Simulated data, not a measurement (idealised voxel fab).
This is a process module. Its name is voxel ribs on slabs.
The width of the displayed cross-section, cut, is 165 nm; its cells are square, with a size of 5 nm.
Cross-section spec: square-cell grid; bands listed top down; each band is one or more rows. The entry gives the band's vertical extent as a top height and a bottom height in nm, then its horizontal make-up as materials from left to right, each with a width in nm. "blank" stands for empty space; a single material marked "all across" fills the band edge to edge. The level at which height equals 0 is the one under which the wafer, as it arrives, is entirely one material. No lower edge exists for the bottom band, which continues downward and is notated as in "0..down". With a width like "30..40", each row of cells in the band differs from the next by the same amount, the top row carrying the first number and the bottom row the second. The designation "remains unaltered", where it is given for a processing step, indicates that no cell of the cross-section was altered in the course of that step. The entry titled "Entrapped void list" provides the empty spaces that have no open way to the top, restricted to those of 8 cells or more. Each is presented as width x height at distance, the distance being measured from the left edge, with all three in nm. Post-settings text on a step line: simulator's own remark regarding the step. "overlay nm" on a masked step: distance the mask lay right of its planned place, negative for left.
-- The steps planned for the process are as follows
1,RECEIVE | material Si
2,DIRECTIONAL_DEP | material SiO2 | thk nm 20
3,DIRECTIONAL_DEP | material polySi | thk nm 20
4,PATTERN | tone cover | mask id RIB | material resist | width nm 15 | thk nm 15 | overlay nm 0
5,DIRECTIONAL_ETCH | etch materials polySi | depth nm 15
6,STRIP | etch materials resist
7,DIRECTIONAL_DEP | material aC | thk nm 15
8,PATTERN | tone cover | mask id SLAB | material resist | width nm 55 | thk nm 30 | overlay nm 0
9,DIRECTIONAL_ETCH | etch materials aC | depth nm 15
10,STRIP | etch materials resist
11,DIRECTIONAL_ETCH | etch materials polySi | depth nm 5
12,STRIP | etch materials aC
13,FILL_DEP | material SiO2 | thk nm 30
14,CMP | height nm 60
15,DIRECTIONAL_DEP | material W | thk nm 5
16,DIRECTIONAL_DEP | material aC | thk nm 15
17,PATTERN | tone cover | mask id HEATER | material resist | width nm 25 | thk nm 35 | overlay nm 0
18,DIRECTIONAL_ETCH | etch materials aC | depth nm 15
19,STRIP | etch materials resist
20,DIRECTIONAL_ETCH | etch materials W | depth nm 5
21,STRIP | etch materials aC
22,CONFORMAL_DEP | material SiO2 | thk nm 5
-- Incoming wafer, cross-sectional view, post step 1
  0..down = Si all across
  Entrapped void list: none
-- Module complete, cross-section. Starting point and plan per above. One mistake made in running the module
  65..60 = blank 70 nm, W 25 nm, blank 70 nm
  60..40 = SiO2 all across
  40..25 = SiO2 75 nm, polySi 15 nm, SiO2 75 nm
  25..20 = SiO2 55 nm, polySi 55 nm, SiO2 55 nm
  20..0 = SiO2 all across
  0..down = Si all across
  Entrapped void list: none
Plan not followed: step 22 of the plan: omitted, not performed
